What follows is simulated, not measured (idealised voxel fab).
The following process module bears the name voxel self aligned contacts.
Each square cell in cross-section cut measures 5 nm, and the section as a whole is 220 nm wide.
Each cross-section below is a grid of square cells, stated as bands in top-down order, with one or more rows of cells making up each band.
For a band, the entry starts with two heights in nm, that of the top and then that of the bottom, and carries on with the band's materials in order from left to right, each alongside its width in nm; the word "everywhere" beside a single material means it fills the band edge to edge, and "blank" means empty space.
For the purposes of this specification, 0 denotes the height below which the wafer in its as-received condition is composed wholly of one material, and the lowermost band, lacking a lower limit, extends downward without end, as expressed in "z 0 and below".
Think of "30->40" as a width that walks from the first number to the second as you go down the band, top row to bottom row, taking equal-sized steps from row to row.
Step marked "identical to before"? Then no cell in the cross-section changed in it.
"Voids lacking openings": empty spaces of 8 cells or more with no open way to the top, each given as width x height at distance, distance from the left edge, all in nm.
The remark found on a step's line after its settings is issued by the simulator itself and pertains to that step.
The "overlay nm" setting may appear on a step's line; for a step that uses a mask, it gives how far to the right of its planned position the mask lay, and a negative value indicates the left.
Guide to the pairs. Each holds a before and an after cross-section around one process step; the after cross-section is cut off at the lowest band that changed. Look under the pair for the step between them and its settings. Pairs can come from different runs of this module on the same starting wafer, so a pair follows on from the one above it only where its entry headed "Pre-step geometry" says it does.
# Pre-step geometry
* z 60 to 30 | 45 SiO2 / 50 SiN / 25 SiO2 / 50 SiN / 50 SiO2
* z 30 to 10 | 45 SiO2 / 10 SiN / 30 polySi / 10 SiN / 25 SiO2 / 10 SiN / 30 polySi / 10 SiN / 50 SiO2
* z 10 to 5 | 55 SiN / 30 polySi / 45 SiN / 30 polySi / 60 SiN
* z 5 to 0 | SiO2 everywhere
* z 0 and below | Si everywhere
* Voids lacking openings: none
# Resultant Cross-Section
* z 60 to 30 | 45 SiO2 / 50 SiN / 25 blank / 50 SiN / 50 SiO2
* z 30 to 10 | 45 SiO2 / 10 SiN / 30 polySi / 10 SiN / 25 blank / 10 SiN / 30 polySi / 10 SiN / 50 SiO2
* At heights below 10, the structure remains unaltered.
* Voids lacking openings: none
For reference, the processing step occurring between the two cross-sections presented above is as follows: MASKED_ETCH (tone open; mask id CONTACT; width nm 55; etch materials SiO2; depth nm 60; overlay nm 0)
Pre-step geometry: refer to the pair immediately above; the cross-section shown after its step is the state before this one.
# Resultant Cross-Section
* z 65 to 60 | 100 TiN / 15 blank / 105 TiN
* z 60 to 30 | 45 SiO2 / 50 SiN / 5 TiN / 15 blank / 5 TiN / 50 SiN / 50 SiO2
* z 30 to 15 | 45 SiO2 / 10 SiN / 30 polySi / 10 SiN / 5 TiN / 15 blank / 5 TiN / 10 SiN / 30 polySi / 10 SiN / 50 SiO2
* z 15 to 10 | 45 SiO2 / 10 SiN / 30 polySi / 10 SiN / 25 TiN / 10 SiN / 30 polySi / 10 SiN / 50 SiO2
* At heights below 10, the structure remains unaltered.
* Voids lacking openings: none
For reference, the processing step occurring between the two cross-sections presented above is as follows: CONFORMAL_DEP (material TiN; thk nm 5)
Pre-step geometry: refer to the pair immediately above; the cross-section shown after its step is the state before this one.
# Resultant Cross-Section
* z 70 to 65 | W everywhere
* z 65 to 60 | 100 TiN / 15 W / 105 TiN
* z 60 to 30 | 45 SiO2 / 50 SiN / 5 TiN / 15 W / 5 TiN / 50 SiN / 50 SiO2
* z 30 to 15 | 45 SiO2 / 10 SiN / 30 polySi / 10 SiN / 5 TiN / 15 W / 5 TiN / 10 SiN / 30 polySi / 10 SiN / 50 SiO2
* At heights below 15, the structure remains unaltered.
* Voids lacking openings: none
For reference, the processing step occurring between the two cross-sections presented above is as follows: FILL_DEP (material W; thk nm 5)
Pre-step geometry: refer to the pair immediately above; the cross-section shown after its step is the state before this one.
# Resultant Cross-Section
* z 60 to 30 | 45 SiO2 / 50 SiN / 5 TiN / 15 W / 5 TiN / 50 SiN / 50 SiO2
* At heights below 30, the structure remains unaltered.
* Voids lacking openings: none
For reference, the processing step occurring between the two cross-sections presented above is as follows: CMP (height nm 60)
Pre-step geometry: refer to the pair immediately above; the cross-section shown after its step is the state before this one.
# Resultant Cross-Section
* z 65 to 60 | SiCN everywhere
* At heights below 60, the structure remains unaltered.
* Voids lacking openings: none
For reference, the processing step occurring between the two cross-sections presented above is as follows: CONFORMAL_DEP (material SiCN; thk nm 5)
# Pre-step geometry
* z 55 to 30 | SiN everywhere
* z 30 to 5 | polySi everywhere
* z 5 to 0 | SiO2 everywhere
* z 0 and below | Si everywhere
* Voids lacking openings: none
# Resultant Cross-Section
* z 75 to 55 | 55 blank / 35 resist / 40 blank / 35 resist / 55 blank
* At heights below 55, the structure remains unaltered.
* Voids lacking openings: none
For reference, the processing step occurring between the two cross-sections presented above is as follows: PATTERN (tone cover; mask id GATE; material resist; width nm 35; pitch nm 75; thk nm 20; overlay nm 0)
Pre-step geometry: refer to the pair immediately above; the cross-section shown after its step is the state before this one.
# Resultant Cross-Section
* z 75 to 55 | 55 blank / 35 resist / 40 blank / 35 resist / 55 blank
* z 55 to 30 | 55 blank / 35 SiN / 40 blank / 35 SiN / 55 blank
* At heights below 30, the structure remains unaltered.
* Voids lacking openings: none
For reference, the processing step occurring between the two cross-sections presented above is as follows: DIRECTIONAL_ETCH (etch materials SiN; depth nm 25)
Pre-step geometry: refer to the pair immediately above; the cross-section shown after its step is the state before this one.
# Resultant Cross-Section
* z 75 to 55 | 55 blank / 35 resist / 40 blank / 35 resist / 55 blank
* z 55 to 30 | 55 blank / 35 SiN / 40 blank / 35 SiN / 55 blank
* z 30 to 5 | 55 blank / 35 polySi / 40 blank / 35 polySi / 55 blank
* At heights below 5, the structure remains unaltered.
* Voids lacking openings: none
For reference, the processing step occurring between the two cross-sections presented above is as follows: DIRECTIONAL_ETCH (etch materials polySi; depth nm 25)
Pre-step geometry: refer to the pair immediately above; the cross-section shown after its step is the state before this one.
# Resultant Cross-Section
* z 55 to 30 | 55 blank / 35 SiN / 40 blank / 35 SiN / 55 blank
* At heights below 30, the structure remains unaltered.
* Voids lacking openings: none
For reference, the processing step occurring between the two cross-sections presented above is as follows: STRIP (etch materials resist)
Pre-step geometry: refer to the pair immediately above; the cross-section shown after its step is the state before this one.
# Resultant Cross-Section
* z 65 to 30 | 45 blank / 55 SiN / 20 blank / 55 SiN / 45 blank
* z 30 to 15 | 45 blank / 10 SiN / 35 polySi / 10 SiN / 20 blank / 10 SiN / 35 polySi / 10 SiN / 45 blank
* z 15 to 5 | 55 SiN / 35 polySi / 40 SiN / 35 polySi / 55 SiN
* At heights below 5, the structure remains unaltered.
* Voids lacking openings: none
For reference, the processing step occurring between the two cross-sections presented above is as follows: CONFORMAL_DEP (material SiN; thk nm 10)
Pre-step geometry: refer to the pair immediately above; the cross-section shown after its step is the state before this one.
# Resultant Cross-Section
* z 55 to 30 | 45 blank / 55 SiN / 20 blank / 55 SiN / 45 blank
* z 30 to 5 | 45 blank / 10 SiN / 35 polySi / 10 SiN / 20 blank / 10 SiN / 35 polySi / 10 SiN / 45 blank
* At heights below 5, the structure remains unaltered.
* Voids lacking openings: none
For reference, the processing step occurring between the two cross-sections presented above is as follows: DIRECTIONAL_ETCH (etch materials SiN; depth nm 10)
Pre-step geometry: refer to the pair immediately above; the cross-section shown after its step is the state before this one.
# Resultant Cross-Section
* z 70 to 55 | SiO2 everywhere
* z 55 to 30 | 45 SiO2 / 55 SiN / 20 SiO2 / 55 SiN / 45 SiO2
* z 30 to 5 | 45 SiO2 / 10 SiN / 35 polySi / 10 SiN / 20 SiO2 / 10 SiN / 35 polySi / 10 SiN / 45 SiO2
* At heights below 5, the structure remains unaltered.
* Voids lacking openings: none
For reference, the processing step occurring between the two cross-sections presented above is as follows: FILL_DEP (material SiO2; thk nm 15)
Pre-step geometry: refer to the pair immediately above; the cross-section shown after its step is the state before this one.
# Resultant Cross-Section
* z 60 to 55 | SiO2 everywhere
* At heights below 55, the structure remains unaltered.
* Voids lacking openings: none
For reference, the processing step occurring between the two cross-sections presented above is as follows: CMP (height nm 60)
Pre-step geometry: refer to the pair immediately above; the cross-section shown after its step is the state before this one.
# Resultant Cross-Section
* z 60 to 55 | 80 SiO2 / 55 blank / 85 SiO2
* z 55 to 30 | 45 SiO2 / 55 SiN / 20 blank / 55 SiN / 45 SiO2
* z 30 to 5 | 45 SiO2 / 10 SiN / 35 polySi / 10 SiN / 20 blank / 10 SiN / 35 polySi / 10 SiN / 45 SiO2
* z 5 to 0 | 100 SiO2 / 20 blank / 100 SiO2
* At heights below 0, the structure remains unaltered.
* Voids lacking openings: none
For reference, the processing step occurring between the two cross-sections presented above is as follows: MASKED_ETCH (tone open; mask id CONTACT; width nm 55; etch materials SiO2; depth nm 60; overlay nm 0)
Pre-step geometry: refer to the pair immediately above; the cross-section shown after its step is the state before this one.
# Resultant Cross-Section
* z 65 to 60 | 85 TiN / 45 blank / 90 TiN
* z 60 to 55 | 80 SiO2 / 25 TiN / 10 blank / 20 TiN / 85 SiO2
* z 55 to 30 | 45 SiO2 / 55 SiN / 5 TiN / 10 blank / 5 TiN / 55 SiN / 45 SiO2
* z 30 to 5 | 45 SiO2 / 10 SiN / 35 polySi / 10 SiN / 5 TiN / 10 blank / 5 TiN / 10 SiN / 35 polySi / 10 SiN / 45 SiO2
* z 5 to 0 | 100 SiO2 / 20 TiN / 100 SiO2
* At heights below 0, the structure remains unaltered.
* Voids lacking openings: none
For reference, the processing step occurring between the two cross-sections presented above is as follows: CONFORMAL_DEP (material TiN; thk nm 5)
Pre-step geometry: refer to the pair immediately above; the cross-section shown after its step is the state before this one.
# Resultant Cross-Section
* z 70 to 65 | W everywhere
* z 65 to 60 | 85 TiN / 45 W / 90 TiN
* z 60 to 55 | 80 SiO2 / 25 TiN / 10 W / 20 TiN / 85 SiO2
* z 55 to 30 | 45 SiO2 / 55 SiN / 5 TiN / 10 W / 5 TiN / 55 SiN / 45 SiO2
* z 30 to 5 | 45 SiO2 / 10 SiN / 35 polySi / 10 SiN / 5 TiN / 10 W / 5 TiN / 10 SiN / 35 polySi / 10 SiN / 45 SiO2
* At heights below 5, the structure remains unaltered.
* Voids lacking openings: none
For reference, the processing step occurring between the two cross-sections presented above is as follows: FILL_DEP (material W; thk nm 5)
Pre-step geometry: refer to the pair immediately above; the cross-section shown after its step is the state before this one.
# Resultant Cross-Section
* z 60 to 55 | 80 SiO2 / 25 TiN / 10 W / 20 TiN / 85 SiO2
* At heights below 55, the structure remains unaltered.
* Voids lacking openings: none
For reference, the processing step occurring between the two cross-sections presented above is as follows: CMP (height nm 60)
Pre-step geometry: refer to the pair immediately above; the cross-section shown after its step is the state before this one.
# Resultant Cross-Section
* z 65 to 60 | SiCN everywhere
* At heights below 60, the structure remains unaltered.
* Voids lacking openings: none
For reference, the processing step occurring between the two cross-sections presented above is as follows: CONFORMAL_DEP (material SiCN; thk nm 5)
# Pre-step geometry
* z 55 to 30 | SiN everywhere
* z 30 to 5 | polySi everywhere
* z 5 to 0 | SiO2 everywhere
* z 0 and below | Si everywhere
* Voids lacking openings: none
# Resultant Cross-Section
* z 75 to 55 | 65 blank / 30 resist / 45 blank / 30 resist / 50 blank
* At heights below 55, the structure remains unaltered.
* Voids lacking openings: none
For reference, the processing step occurring between the two cross-sections presented above is as follows: PATTERN (tone cover; mask id GATE; material resist; width nm 30; pitch nm 75; thk nm 20; overlay nm 10)
Pre-step geometry: refer to the pair immediately above; the cross-section shown after its step is the state before this one.
# Resultant Cross-Section
* z 75 to 55 | 65 blank / 30 resist / 45 blank / 30 resist / 50 blank
* z 55 to 30 | 65 blank / 30 SiN / 45 blank / 30 SiN / 50 blank
* At heights below 30, the structure remains unaltered.
* Voids lacking openings: none
For reference, the processing step occurring between the two cross-sections presented above is as follows: DIRECTIONAL_ETCH (etch materials SiN; depth nm 25)
Pre-step geometry: refer to the pair immediately above; the cross-section shown after its step is the state before this one.
# Resultant Cross-Section
* z 75 to 55 | 65 blank / 30 resist / 45 blank / 30 resist / 50 blank
* z 55 to 30 | 65 blank / 30 SiN / 45 blank / 30 SiN / 50 blank
* z 30 to 5 | 65 blank / 30 polySi / 45 blank / 30 polySi / 50 blank
* At heights below 5, the structure remains unaltered.
* Voids lacking openings: none
For reference, the processing step occurring between the two cross-sections presented above is as follows: DIRECTIONAL_ETCH (etch materials polySi; depth nm 25)
Pre-step geometry: refer to the pair immediately above; the cross-section shown after its step is the state before this one.
# Resultant Cross-Section
* z 55 to 30 | 65 blank / 30 SiN / 45 blank / 30 SiN / 50 blank
* At heights below 30, the structure remains unaltered.
* Voids lacking openings: none
For reference, the processing step occurring between the two cross-sections presented above is as follows: STRIP (etch materials resist)
Pre-step geometry: refer to the pair immediately above; the cross-section shown after its step is the state before this one.
# Resultant Cross-Section
* z 65 to 30 | 55 blank / 50 SiN / 25 blank / 50 SiN / 40 blank
* z 30 to 15 | 55 blank / 10 SiN / 30 polySi / 10 SiN / 25 blank / 10 SiN / 30 polySi / 10 SiN / 40 blank
* z 15 to 5 | 65 SiN / 30 polySi / 45 SiN / 30 polySi / 50 SiN
* At heights below 5, the structure remains unaltered.
* Voids lacking openings: none
For reference, the processing step occurring between the two cross-sections presented above is as follows: CONFORMAL_DEP (material SiN; thk nm 10)
Pre-step geometry: refer to the pair immediately above; the cross-section shown after its step is the state before this one.
# Resultant Cross-Section
* z 55 to 30 | 55 blank / 50 SiN / 25 blank / 50 SiN / 40 blank
* z 30 to 5 | 55 blank / 10 SiN / 30 polySi / 10 SiN / 25 blank / 10 SiN / 30 polySi / 10 SiN / 40 blank
* At heights below 5, the structure remains unaltered.
* Voids lacking openings: none
For reference, the processing step occurring between the two cross-sections presented above is as follows: DIRECTIONAL_ETCH (etch materials SiN; depth nm 10)
Pre-step geometry: refer to the pair immediately above; the cross-section shown after its step is the state before this one.
# Resultant Cross-Section
* z 70 to 55 | SiO2 everywhere
* z 55 to 30 | 55 SiO2 / 50 SiN / 25 SiO2 / 50 SiN / 40 SiO2
* z 30 to 5 | 55 SiO2 / 10 SiN / 30 polySi / 10 SiN / 25 SiO2 / 10 SiN / 30 polySi / 10 SiN / 40 SiO2
* At heights below 5, the structure remains unaltered.
* Voids lacking openings: none
For reference, the processing step occurring between the two cross-sections presented above is as follows: FILL_DEP (material SiO2; thk nm 15)
Pre-step geometry: refer to the pair immediately above; the cross-section shown after its step is the state before this one.
# Resultant Cross-Section
* z 60 to 55 | SiO2 everywhere
* At heights below 55, the structure remains unaltered.
* Voids lacking openings: none
For reference, the processing step occurring between the two cross-sections presented above is as follows: CMP (height nm 60)
Pre-step geometry: refer to the pair immediately above; the cross-section shown after its step is the state before this one.
# Resultant Cross-Section
* z 60 to 55 | 80 SiO2 / 55 blank / 85 SiO2
* z 55 to 30 | 55 SiO2 / 50 SiN / 25 blank / 50 SiN / 40 SiO2
* z 30 to 5 | 55 SiO2 / 10 SiN / 30 polySi / 10 SiN / 25 blank / 10 SiN / 30 polySi / 10 SiN / 40 SiO2
* z 5 to 0 | 105 SiO2 / 25 blank / 90 SiO2
* At heights below 0, the structure remains unaltered.
* Voids lacking openings: none
For reference, the processing step occurring between the two cross-sections presented above is as follows: MASKED_ETCH (tone open; mask id CONTACT; width nm 55; etch materials SiO2; depth nm 60; overlay nm 0)
Pre-step geometry: refer to the pair immediately above; the cross-section shown after its step is the state before this one.
# Resultant Cross-Section
* z 65 to 60 | 85 TiN / 45 blank / 90 TiN
* z 60 to 55 | 80 SiO2 / 30 TiN / 15 blank / 10 TiN / 85 SiO2
* z 55 to 30 | 55 SiO2 / 50 SiN / 5 TiN / 15 blank / 5 TiN / 50 SiN / 40 SiO2
* z 30 to 5 | 55 SiO2 / 10 SiN / 30 polySi / 10 SiN / 5 TiN / 15 blank / 5 TiN / 10 SiN / 30 polySi / 10 SiN / 40 SiO2
* z 5 to 0 | 105 SiO2 / 25 TiN / 90 SiO2
* At heights below 0, the structure remains unaltered.
* Voids lacking openings: none
For reference, the processing step occurring between the two cross-sections presented above is as follows: CONFORMAL_DEP (material TiN; thk nm 5)
Pre-step geometry: refer to the pair immediately above; the cross-section shown after its step is the state before this one.
# Resultant Cross-Section
* z 70 to 65 | W everywhere
* z 65 to 60 | 85 TiN / 45 W / 90 TiN
* z 60 to 55 | 80 SiO2 / 30 TiN / 15 W / 10 TiN / 85 SiO2
* z 55 to 30 | 55 SiO2 / 50 SiN / 5 TiN / 15 W / 5 TiN / 50 SiN / 40 SiO2
* z 30 to 5 | 55 SiO2 / 10 SiN / 30 polySi / 10 SiN / 5 TiN / 15 W / 5 TiN / 10 SiN / 30 polySi / 10 SiN / 40 SiO2
* At heights below 5, the structure remains unaltered.
* Voids lacking openings: none
For reference, the processing step occurring between the two cross-sections presented above is as follows: FILL_DEP (material W; thk nm 5)
Pre-step geometry: refer to the pair immediately above; the cross-section shown after its step is the state before this one.
# Resultant Cross-Section
* z 60 to 55 | 80 SiO2 / 30 TiN / 15 W / 10 TiN / 85 SiO2
* At heights below 55, the structure remains unaltered.
* Voids lacking openings: none
For reference, the processing step occurring between the two cross-sections presented above is as follows: CMP (height nm 60)
Pre-step geometry: refer to the pair immediately above; the cross-section shown after its step is the state before this one.
# Resultant Cross-Section
* z 65 to 60 | SiCN everywhere
* At heights below 60, the structure remains unaltered.
* Voids lacking openings: none
For reference, the processing step occurring between the two cross-sections presented above is as follows: CONFORMAL_DEP (material SiCN; thk nm 5)
# Pre-step geometry
* z 55 to 30 | 45 blank / 50 SiN / 25 blank / 50 SiN / 50 blank
* z 30 to 5 | 45 blank / 10 SiN / 30 polySi / 10 SiN / 25 blank / 10 SiN / 30 polySi / 10 SiN / 50 blank
* z 5 to 0 | SiO2 everywhere
* z 0 and below | Si everywhere
* Voids lacking openings: none
# Resultant Cross-Section
* z 70 to 55 | polySi everywhere
* z 55 to 30 | 45 polySi / 50 SiN / 25 polySi / 50 SiN / 50 polySi
* z 30 to 5 | 45 polySi / 10 SiN / 30 polySi / 10 SiN / 25 polySi / 10 SiN / 30 polySi / 10 SiN / 50 polySi
* At heights below 5, the structure remains unaltered.
* Voids lacking openings: none
For reference, the processing step occurring between the two cross-sections presented above is as follows: FILL_DEP (material polySi; thk nm 15)
Pre-step geometry: refer to the pair immediately above; the cross-section shown after its step is the state before this one.
# Resultant Cross-Section
* z 60 to 55 | polySi everywhere
* At heights below 55, the structure remains unaltered.
* Voids lacking openings: none
For reference, the processing step occurring between the two cross-sections presented above is as follows: CMP (height nm 60)
Pre-step geometry: refer to the pair immediately above; the cross-section shown after its step is the state before this one.
# Resultant Cross-Section
* z 65 to 60 | TiN everywhere
* At heights below 60, the structure remains unaltered.
* Voids lacking openings: none
For reference, the processing step occurring between the two cross-sections presented above is as follows: CONFORMAL_DEP (material TiN; thk nm 5)
Pre-step geometry: refer to the pair immediately above; the cross-section shown after its step is the state before this one.
# Resultant Cross-Section
* z 70 to 65 | W everywhere
* At heights below 65, the structure remains unaltered.
* Voids lacking openings: none
For reference, the processing step occurring between the two cross-sections presented above is as follows: FILL_DEP (material W; thk nm 5)
Pre-step geometry: refer to the pair immediately above; the cross-section shown after its step is the state before this one.
# Resultant Cross-Section
* z 60 to 55 | polySi everywhere
* At heights below 55, the structure remains unaltered.
* Voids lacking openings: none
For reference, the processing step occurring between the two cross-sections presented above is as follows: CMP (height nm 60)
Pre-step geometry: refer to the pair immediately above; the cross-section shown after its step is the state before this one.
# Resultant Cross-Section
* z 65 to 60 | SiCN everywhere
* At heights below 60, the structure remains unaltered.
* Voids lacking openings: none
For reference, the processing step occurring between the two cross-sections presented above is as follows: CONFORMAL_DEP (material SiCN; thk nm 5)
# Pre-step geometry
* z 55 to 30 | SiN everywhere
* z 30 to 5 | polySi everywhere
* z 5 to 0 | SiO2 everywhere
* z 0 and below | Si everywhere
* Voids lacking openings: none
# Resultant Cross-Section
* z 75 to 55 | 55 resist / 30 blank / 45 resist / 30 blank / 60 resist
* At heights below 55, the structure remains unaltered.
* Voids lacking openings: none
For reference, the processing step occurring between the two cross-sections presented above is as follows: PATTERN (tone open; mask id GATE; material resist; width nm 30; pitch nm 75; thk nm 20; overlay nm 0)
Pre-step geometry: refer to the pair immediately above; the cross-section shown after its step is the state before this one.
# Resultant Cross-Section
* z 75 to 55 | 55 resist / 30 blank / 45 resist / 30 blank / 60 resist
* z 55 to 30 | 55 SiN / 30 blank / 45 SiN / 30 blank / 60 SiN
* At heights below 30, the structure remains unaltered.
* Voids lacking openings: none
For reference, the processing step occurring between the two cross-sections presented above is as follows: DIRECTIONAL_ETCH (etch materials SiN; depth nm 25)
Pre-step geometry: refer to the pair immediately above; the cross-section shown after its step is the state before this one.
# Resultant Cross-Section
* z 75 to 55 | 55 resist / 30 blank / 45 resist / 30 blank / 60 resist
* z 55 to 30 | 55 SiN / 30 blank / 45 SiN / 30 blank / 60 SiN
* z 30 to 5 | 55 polySi / 30 blank / 45 polySi / 30 blank / 60 polySi
* At heights below 5, the structure remains unaltered.
* Voids lacking openings: none
For reference, the processing step occurring between the two cross-sections presented above is as follows: DIRECTIONAL_ETCH (etch materials polySi; depth nm 25)
Pre-step geometry: refer to the pair immediately above; the cross-section shown after its step is the state before this one.
# Resultant Cross-Section
* z 55 to 30 | 55 SiN / 30 blank / 45 SiN / 30 blank / 60 SiN
* At heights below 30, the structure remains unaltered.
* Voids lacking openings: none
For reference, the processing step occurring between the two cross-sections presented above is as follows: STRIP (etch materials resist)
Pre-step geometry: refer to the pair immediately above; the cross-section shown after its step is the state before this one.
# Resultant Cross-Section
* z 65 to 30 | 65 SiN / 10 blank / 65 SiN / 10 blank / 70 SiN
* z 30 to 15 | 55 polySi / 10 SiN / 10 blank / 10 SiN / 45 polySi / 10 SiN / 10 blank / 10 SiN / 60 polySi
* z 15 to 5 | 55 polySi / 30 SiN / 45 polySi / 30 SiN / 60 polySi
* At heights below 5, the structure remains unaltered.
* Voids lacking openings: none
For reference, the processing step occurring between the two cross-sections presented above is as follows: CONFORMAL_DEP (material SiN; thk nm 10)
Pre-step geometry: refer to the pair immediately above; the cross-section shown after its step is the state before this one.
# Resultant Cross-Section
* z 55 to 30 | 65 SiN / 10 blank / 65 SiN / 10 blank / 70 SiN
* z 30 to 5 | 55 polySi / 10 SiN / 10 blank / 10 SiN / 45 polySi / 10 SiN / 10 blank / 10 SiN / 60 polySi
* At heights below 5, the structure remains unaltered.
* Voids lacking openings: none
For reference, the processing step occurring between the two cross-sections presented above is as follows: DIRECTIONAL_ETCH (etch materials SiN; depth nm 10)
Pre-step geometry: refer to the pair immediately above; the cross-section shown after its step is the state before this one.
# Resultant Cross-Section
* z 70 to 55 | SiO2 everywhere
* z 55 to 30 | 65 SiN / 10 SiO2 / 65 SiN / 10 SiO2 / 70 SiN
* z 30 to 5 | 55 polySi / 10 SiN / 10 SiO2 / 10 SiN / 45 polySi / 10 SiN / 10 SiO2 / 10 SiN / 60 polySi
* At heights below 5, the structure remains unaltered.
* Voids lacking openings: none
For reference, the processing step occurring between the two cross-sections presented above is as follows: FILL_DEP (material SiO2; thk nm 15)
Pre-step geometry: refer to the pair immediately above; the cross-section shown after its step is the state before this one.
# Resultant Cross-Section
* z 60 to 55 | SiO2 everywhere
* At heights below 55, the structure remains unaltered.
* Voids lacking openings: none
For reference, the processing step occurring between the two cross-sections presented above is as follows: CMP (height nm 60)
Pre-step geometry: refer to the pair immediately above; the cross-section shown after its step is the state before this one.
# Resultant Cross-Section
* z 60 to 55 | 80 SiO2 / 55 blank / 85 SiO2
* At heights below 55, the structure remains unaltered.
* Voids lacking openings: none
For reference, the processing step occurring between the two cross-sections presented above is as follows: MASKED_ETCH (tone open; mask id CONTACT; width nm 55; etch materials SiO2; depth nm 60; overlay nm 0)
Pre-step geometry: refer to the pair immediately above; the cross-section shown after its step is the state before this one.
# Resultant Cross-Section
* z 65 to 60 | 85 TiN / 45 blank / 90 TiN
* z 60 to 55 | 80 SiO2 / 55 TiN / 85 SiO2
* At heights below 55, the structure remains unaltered.
* Voids lacking openings: none
For reference, the processing step occurring between the two cross-sections presented above is as follows: CONFORMAL_DEP (material TiN; thk nm 5)
Pre-step geometry: refer to the pair immediately above; the cross-section shown after its step is the state before this one.
# Resultant Cross-Section
* z 70 to 65 | W everywhere
* z 65 to 60 | 85 TiN / 45 W / 90 TiN
* At heights below 60, the structure remains unaltered.
* Voids lacking openings: none
For reference, the processing step occurring between the two cross-sections presented above is as follows: FILL_DEP (material W; thk nm 5)
Pre-step geometry: refer to the pair immediately above; the cross-section shown after its step is the state before this one.
# Resultant Cross-Section
* z 60 to 55 | 80 SiO2 / 55 TiN / 85 SiO2
* At heights below 55, the structure remains unaltered.
* Voids lacking openings: none
For reference, the processing step occurring between the two cross-sections presented above is as follows: CMP (height nm 60)
Pre-step geometry: refer to the pair immediately above; the cross-section shown after its step is the state before this one.
# Resultant Cross-Section
* z 65 to 60 | SiCN everywhere
* At heights below 60, the structure remains unaltered.
* Voids lacking openings: none
For reference, the processing step occurring between the two cross-sections presented above is as follows: CONFORMAL_DEP (material SiCN; thk nm 5)
